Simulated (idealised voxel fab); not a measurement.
The following is a process module called voxel self aligned vias.
cross-section cut | 285 nm wide | cells 5 nm
Heads up, the way a cross-section reads in here is a grid of square cells, handed over as bands from the top down, with every band being one or more rows of cells.
Top height, bottom height, nm. Materials left to right, width each, nm. Single material + "throughout" = fills band edge to edge. "air" = empty.
Heights from 0 (as-received wafer is one material below). Bottom band endless downward, as "0 down".
Top row gets the first number, bottom row gets the second, and each row in between changes by the same step: that is how a band width like "30->40" works.
Where a step carries "nothing was modified", the cross-section came out of it unchanged, cell for cell.
Empty spaces counting at least 8 cells and having no open way to the top are listed in "Enclosed void inventory". The notation width x height at distance is used for each, the distance being from the left edge and all three values in nm.
Whatever follows a step's settings on its line is a remark the simulator itself makes about that step.
"overlay nm" on a masked step: distance the mask lay right of its planned place, negative for left.
## Listed below are the process steps as planned
- 1: RECEIVE, material Si
- 2: CONFORMAL_DEP, material SiO2, thk nm 10
- 3: CONFORMAL_DEP, material SiCN, thk nm 5
- 4: DIRECTIONAL_DEP, material lowk, thk nm 20
- 5: DIRECTIONAL_DEP, material aC, thk nm 15
- 6: PATTERN, tone open, mask id LINES, material resist, width nm 25, pitch nm 55, thk nm 35, overlay nm 0
- 7: DIRECTIONAL_ETCH, etch materials aC, depth nm 15
- 8: STRIP, etch materials resist
- 9: DIRECTIONAL_ETCH, etch materials lowk, depth nm 20
- 10: STRIP, etch materials aC
- 11: CONFORMAL_DEP, material TiN, thk nm 5
- 12: FILL_DEP, material Ru, thk nm 10
- 13: CMP, height nm 35
- 14: SELECTIVE_ETCH, etch materials W Ru TiN, depth nm 10
- 15: FILL_DEP, material SiN, thk nm 10
- 16: CMP, height nm 35
- 17: DIRECTIONAL_DEP, material lowk, thk nm 15
- 18: DIRECTIONAL_DEP, material aC, thk nm 15
- 19: PATTERN, tone open, mask id VIAS, material resist, width nm 35, pitch nm 110, thk nm 35, overlay nm 0
- 20: DIRECTIONAL_ETCH, etch materials aC, depth nm 15
- 21: STRIP, etch materials resist
- 22: DIRECTIONAL_ETCH, etch materials lowk, depth nm 15
- 23: DIRECTIONAL_ETCH, etch materials SiN, depth nm 10
- 24: STRIP, etch materials aC
- 25: CONFORMAL_DEP, material TiN, thk nm 5
- 26: FILL_DEP, material W, thk nm 10
- 27: CMP, height nm 50
- 28: CONFORMAL_DEP, material SiN, thk nm 5
## First of two wafers - as planned
## Received-state cross-section, reflecting completion of step 1
	0 down: Si throughout
	Enclosed void inventory: none
## Once step 2 is through, the wafer looks like this in cross-section
	10 to 0: SiO2 throughout
	Nothing below the height 0 has changed.
## Once step 3 is through, the wafer looks like this in cross-section
	15 to 10: SiCN throughout
	Nothing below the height 10 has changed.
## Once step 4 is through, the wafer looks like this in cross-section
	35 to 15: lowk throughout
	Nothing below the height 15 has changed.
## Once step 5 is through, the wafer looks like this in cross-section
	50 to 35: aC throughout
	Nothing below the height 35 has changed.
## Once step 6 is through, the wafer looks like this in cross-section
	85 to 50: 75 nm resist | 25 nm air | 30 nm resist | 25 nm air | 30 nm resist | 25 nm air | 75 nm resist
	Nothing below the height 50 has changed.
## Once step 7 is through, the wafer looks like this in cross-section
	70 to 50: 75 nm resist | 25 nm air | 30 nm resist | 25 nm air | 30 nm resist | 25 nm air | 75 nm resist
	50 to 35: 75 nm aC | 25 nm air | 30 nm aC | 25 nm air | 30 nm aC | 25 nm air | 75 nm aC
	Nothing below the height 35 has changed.
## Once step 8 is through, the wafer looks like this in cross-section
	50 to 35: 75 nm aC | 25 nm air | 30 nm aC | 25 nm air | 30 nm aC | 25 nm air | 75 nm aC
	Nothing below the height 35 has changed.
## Once step 9 is through, the wafer looks like this in cross-section
	50 to 35: 75 nm aC | 25 nm air | 30 nm aC | 25 nm air | 30 nm aC | 25 nm air | 75 nm aC
	35 to 15: 75 nm lowk | 25 nm air | 30 nm lowk | 25 nm air | 30 nm lowk | 25 nm air | 75 nm lowk
	Nothing below the height 15 has changed.
## Once step 10 is through, the wafer looks like this in cross-section
	35 to 15: 75 nm lowk | 25 nm air | 30 nm lowk | 25 nm air | 30 nm lowk | 25 nm air | 75 nm lowk
	Nothing below the height 15 has changed.
## Once step 11 is through, the wafer looks like this in cross-section
	40 to 35: 80 nm TiN | 15 nm air | 40 nm TiN | 15 nm air | 40 nm TiN | 15 nm air | 80 nm TiN
	35 to 20: 75 nm lowk | 5 nm TiN | 15 nm air | 5 nm TiN | 30 nm lowk | 5 nm TiN | 15 nm air | 5 nm TiN | 30 nm lowk | 5 nm TiN | 15 nm air | 5 nm TiN | 75 nm lowk
	20 to 15: 75 nm lowk | 25 nm TiN | 30 nm lowk | 25 nm TiN | 30 nm lowk | 25 nm TiN | 75 nm lowk
	Nothing below the height 15 has changed.
## Once step 12 is through, the wafer looks like this in cross-section
	50 to 40: Ru throughout
	40 to 35: 80 nm TiN | 15 nm Ru | 40 nm TiN | 15 nm Ru | 40 nm TiN | 15 nm Ru | 80 nm TiN
	35 to 20: 75 nm lowk | 5 nm TiN | 15 nm Ru | 5 nm TiN | 30 nm lowk | 5 nm TiN | 15 nm Ru | 5 nm TiN | 30 nm lowk | 5 nm TiN | 15 nm Ru | 5 nm TiN | 75 nm lowk
	Nothing below the height 20 has changed.
## Once step 13 is through, the wafer looks like this in cross-section
	35 to 20: 75 nm lowk | 5 nm TiN | 15 nm Ru | 5 nm TiN | 30 nm lowk | 5 nm TiN | 15 nm Ru | 5 nm TiN | 30 nm lowk | 5 nm TiN | 15 nm Ru | 5 nm TiN | 75 nm lowk
	Nothing below the height 20 has changed.
## Once step 14 is through, the wafer looks like this in cross-section
	35 to 25: 75 nm lowk | 25 nm air | 30 nm lowk | 25 nm air | 30 nm lowk | 25 nm air | 75 nm lowk
	Nothing below the height 25 has changed.
## Once step 15 is through, the wafer looks like this in cross-section
	45 to 35: SiN throughout
	35 to 25: 75 nm lowk | 25 nm SiN | 30 nm lowk | 25 nm SiN | 30 nm lowk | 25 nm SiN | 75 nm lowk
	Nothing below the height 25 has changed.
## Once step 16 is through, the wafer looks like this in cross-section
	35 to 25: 75 nm lowk | 25 nm SiN | 30 nm lowk | 25 nm SiN | 30 nm lowk | 25 nm SiN | 75 nm lowk
	Nothing below the height 25 has changed.
## Once step 17 is through, the wafer looks like this in cross-section
	50 to 35: lowk throughout
	Nothing below the height 35 has changed.
## Once step 18 is through, the wafer looks like this in cross-section
	65 to 50: aC throughout
	Nothing below the height 50 has changed.
## Once step 19 is through, the wafer looks like this in cross-section
	100 to 65: 70 nm resist | 35 nm air | 75 nm resist | 35 nm air | 70 nm resist
	Nothing below the height 65 has changed.
## Once step 20 is through, the wafer looks like this in cross-section
	85 to 65: 70 nm resist | 35 nm air | 75 nm resist | 35 nm air | 70 nm resist
	65 to 50: 70 nm aC | 35 nm air | 75 nm aC | 35 nm air | 70 nm aC
	Nothing below the height 50 has changed.
## Once step 21 is through, the wafer looks like this in cross-section
	65 to 50: 70 nm aC | 35 nm air | 75 nm aC | 35 nm air | 70 nm aC
	Nothing below the height 50 has changed.
## Once step 22 is through, the wafer looks like this in cross-section
	65 to 50: 70 nm aC | 35 nm air | 75 nm aC | 35 nm air | 70 nm aC
	50 to 35: 70 nm lowk | 35 nm air | 75 nm lowk | 35 nm air | 70 nm lowk
	Nothing below the height 35 has changed.
## Once step 23 is through, the wafer looks like this in cross-section
	65 to 50: 70 nm aC | 35 nm air | 75 nm aC | 35 nm air | 70 nm aC
	50 to 35: 70 nm lowk | 35 nm air | 75 nm lowk | 35 nm air | 70 nm lowk
	35 to 25: 75 nm lowk | 25 nm air | 30 nm lowk | 25 nm SiN | 30 nm lowk | 25 nm air | 75 nm lowk
	Nothing below the height 25 has changed.
## Once step 24 is through, the wafer looks like this in cross-section
	50 to 35: 70 nm lowk | 35 nm air | 75 nm lowk | 35 nm air | 70 nm lowk
	Nothing below the height 35 has changed.
## Once step 25 is through, the wafer looks like this in cross-section
	55 to 50: 75 nm TiN | 25 nm air | 85 nm TiN | 25 nm air | 75 nm TiN
	50 to 40: 70 nm lowk | 5 nm TiN | 25 nm air | 5 nm TiN | 75 nm lowk | 5 nm TiN | 25 nm air | 5 nm TiN | 70 nm lowk
	40 to 35: 70 nm lowk | 10 nm TiN | 15 nm air | 10 nm TiN | 75 nm lowk | 10 nm TiN | 15 nm air | 10 nm TiN | 70 nm lowk
	35 to 30: 75 nm lowk | 5 nm TiN | 15 nm air | 5 nm TiN | 30 nm lowk | 25 nm SiN | 30 nm lowk | 5 nm TiN | 15 nm air | 5 nm TiN | 75 nm lowk
	30 to 25: 75 nm lowk | 25 nm TiN | 30 nm lowk | 25 nm SiN | 30 nm lowk | 25 nm TiN | 75 nm lowk
	Nothing below the height 25 has changed.
## Once step 26 is through, the wafer looks like this in cross-section
	65 to 55: W throughout
	55 to 50: 75 nm TiN | 25 nm W | 85 nm TiN | 25 nm W | 75 nm TiN
	50 to 40: 70 nm lowk | 5 nm TiN | 25 nm W | 5 nm TiN | 75 nm lowk | 5 nm TiN | 25 nm W | 5 nm TiN | 70 nm lowk
	40 to 35: 70 nm lowk | 10 nm TiN | 15 nm W | 10 nm TiN | 75 nm lowk | 10 nm TiN | 15 nm W | 10 nm TiN | 70 nm lowk
	35 to 30: 75 nm lowk | 5 nm TiN | 15 nm W | 5 nm TiN | 30 nm lowk | 25 nm SiN | 30 nm lowk | 5 nm TiN | 15 nm W | 5 nm TiN | 75 nm lowk
	Nothing below the height 30 has changed.
## Once step 27 is through, the wafer looks like this in cross-section
	50 to 40: 70 nm lowk | 5 nm TiN | 25 nm W | 5 nm TiN | 75 nm lowk | 5 nm TiN | 25 nm W | 5 nm TiN | 70 nm lowk
	Nothing below the height 40 has changed.
## Once step 28 is through, the wafer looks like this in cross-section
	55 to 50: SiN throughout
	Nothing below the height 50 has changed.
## Second of two: same start, same plan, one run error; steps up to and including 18 match the first
## At the planned end of step 19, the second wafer in cross-section
	100 to 65: 60 nm resist | 35 nm air | 75 nm resist | 35 nm air | 80 nm resist
	Nothing below the height 65 has changed.
## At the planned end of step 20, the second wafer in cross-section
	85 to 65: 60 nm resist | 35 nm air | 75 nm resist | 35 nm air | 80 nm resist
	65 to 50: 60 nm aC | 35 nm air | 75 nm aC | 35 nm air | 80 nm aC
	Nothing below the height 50 has changed.
## At the planned end of step 21, the second wafer in cross-section
	65 to 50: 60 nm aC | 35 nm air | 75 nm aC | 35 nm air | 80 nm aC
	Nothing below the height 50 has changed.
## At the planned end of step 22, the second wafer in cross-section
	65 to 50: 60 nm aC | 35 nm air | 75 nm aC | 35 nm air | 80 nm aC
	50 to 35: 60 nm lowk | 35 nm air | 75 nm lowk | 35 nm air | 80 nm lowk
	Nothing below the height 35 has changed.
## At the planned end of step 23, the second wafer in cross-section
	65 to 50: 60 nm aC | 35 nm air | 75 nm aC | 35 nm air | 80 nm aC
	50 to 35: 60 nm lowk | 35 nm air | 75 nm lowk | 35 nm air | 80 nm lowk
	35 to 25: 75 nm lowk | 20 nm air | 5 nm SiN | 30 nm lowk | 25 nm SiN | 30 nm lowk | 20 nm air | 5 nm SiN | 75 nm lowk
	Nothing below the height 25 has changed.
## At the planned end of step 24, the second wafer in cross-section
	50 to 35: 60 nm lowk | 35 nm air | 75 nm lowk | 35 nm air | 80 nm lowk
	Nothing below the height 35 has changed.
## At the planned end of step 25, the second wafer in cross-section
	55 to 50: 65 nm TiN | 25 nm air | 85 nm TiN | 25 nm air | 85 nm TiN
	50 to 40: 60 nm lowk | 5 nm TiN | 25 nm air | 5 nm TiN | 75 nm lowk | 5 nm TiN | 25 nm air | 5 nm TiN | 80 nm lowk
	40 to 35: 60 nm lowk | 20 nm TiN | 10 nm air | 5 nm TiN | 75 nm lowk | 20 nm TiN | 10 nm air | 5 nm TiN | 80 nm lowk
	35 to 30: 75 nm lowk | 5 nm TiN | 10 nm air | 5 nm TiN | 5 nm SiN | 30 nm lowk | 25 nm SiN | 30 nm lowk | 5 nm TiN | 10 nm air | 5 nm TiN | 5 nm SiN | 75 nm lowk
	30 to 25: 75 nm lowk | 20 nm TiN | 5 nm SiN | 30 nm lowk | 25 nm SiN | 30 nm lowk | 20 nm TiN | 5 nm SiN | 75 nm lowk
	Nothing below the height 25 has changed.
## At the planned end of step 26, the second wafer in cross-section
	65 to 55: W throughout
	55 to 50: 65 nm TiN | 25 nm W | 85 nm TiN | 25 nm W | 85 nm TiN
	50 to 40: 60 nm lowk | 5 nm TiN | 25 nm W | 5 nm TiN | 75 nm lowk | 5 nm TiN | 25 nm W | 5 nm TiN | 80 nm lowk
	40 to 35: 60 nm lowk | 20 nm TiN | 10 nm W | 5 nm TiN | 75 nm lowk | 20 nm TiN | 10 nm W | 5 nm TiN | 80 nm lowk
	35 to 30: 75 nm lowk | 5 nm TiN | 10 nm W | 5 nm TiN | 5 nm SiN | 30 nm lowk | 25 nm SiN | 30 nm lowk | 5 nm TiN | 10 nm W | 5 nm TiN | 5 nm SiN | 75 nm lowk
	Nothing below the height 30 has changed.
## At the planned end of step 27, the second wafer in cross-section
	50 to 40: 60 nm lowk | 5 nm TiN | 25 nm W | 5 nm TiN | 75 nm lowk | 5 nm TiN | 25 nm W | 5 nm TiN | 80 nm lowk
	Nothing below the height 40 has changed.
## At the planned end of step 28, the second wafer in cross-section
	55 to 50: SiN throughout
	Nothing below the height 50 has changed.
Error vs. plan: step 19 was not run as planned; what actually ran was PATTERN, tone open, mask id VIAS, material resist, width nm 35, pitch nm 110, thk nm 35, overlay nm -10
at the end the second wafer has, in cells: +4 SiN; -4 W
